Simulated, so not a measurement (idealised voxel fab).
This section sets out a process module, namely voxel ribs on slabs.
cross-section cut | 295 nm wide | cells 5 nm
Cross-section format: a grid of square cells, given as bands from top to bottom; each band is one or more rows of cells. Top height, bottom height, nm. Materials left to right, width each, nm. Single material + "edge to edge" = fills band edge to edge. "air" = empty. Basically, 0 is our baseline, since under it the wafer straight out of the box is all one material. The bottom band has no lower end and keeps on going down, so it looks like "z 0 and below". When a width is written as two numbers, as in "30..40", the first number is the width in the top row of cells of the band and the second is the width in its bottom row, and the width changes by the same amount from each row to the next. "everything unchanged" means the step left every cell of the cross-section as it was. Basically, "Enclosed internal cavities" tells you about the enclosed voids: empty spaces with no open way to the top, 8 cells or bigger, each written width x height at distance, where distance is from the left edge, all in nm. Anything after a step's settings on that line? It's the simulator's own note about the step. The optional step-line setting "overlay nm" applies to steps with a mask and quantifies how far to the right of its planned location the mask lay, a negative value indicating leftward placement.
Intended process steps
| 1 | RECEIVE, material Si |
| 2 | DIRECTIONAL_DEP, material SiO2, thk nm 20 |
| 3 | DIRECTIONAL_DEP, material SiN, thk nm 15 |
| 4 | MASKED_ETCH, tone cover, mask id RIB, width nm 20, etch materials SiN, depth nm 5, overlay nm 0 |
| 5 | DIRECTIONAL_DEP, material aC, thk nm 15 |
| 6 | PATTERN, tone cover, mask id SLAB, material resist, width nm 50, thk nm 30, overlay nm 0 |
| 7 | DIRECTIONAL_ETCH, etch materials aC, depth nm 15 |
| 8 | STRIP, etch materials resist |
| 9 | DIRECTIONAL_ETCH, etch materials SiN, depth nm 10 |
| 10 | STRIP, etch materials aC |
| 11 | FILL_DEP, material SiO2, thk nm 20 |
| 12 | CMP, height nm 45 |
| 13 | DIRECTIONAL_DEP, material TiN, thk nm 5 |
| 14 | PATTERN, tone cover, mask id HEATER, material resist, width nm 30, thk nm 15, overlay nm 0 |
| 15 | DIRECTIONAL_ETCH, etch materials TiN, depth nm 5 |
| 16 | STRIP, etch materials resist |
| 17 | CONFORMAL_DEP, material SiO2, thk nm 10 |
Step 1 complete: cross-section of the wafer as received
z 0 and below | Si edge to edge
Enclosed internal cavities: none
Look at the cross-section after the module: the wafer started out the way shown above and the plan was the one shown above, yet one mistake was made along the way
z 60 to 55 | air 120; SiO2 50; air 125
z 55 to 50 | SiO2 edge to edge
z 50 to 45 | SiO2 130; TiN 30; SiO2 135
z 45 to 40 | SiO2 120; SiN 50; SiO2 125
z 40 to 0 | SiO2 edge to edge
z 0 and below | Si edge to edge
Enclosed internal cavities: none
Here's what went sideways: heads up, step 2 of the plan got done twice
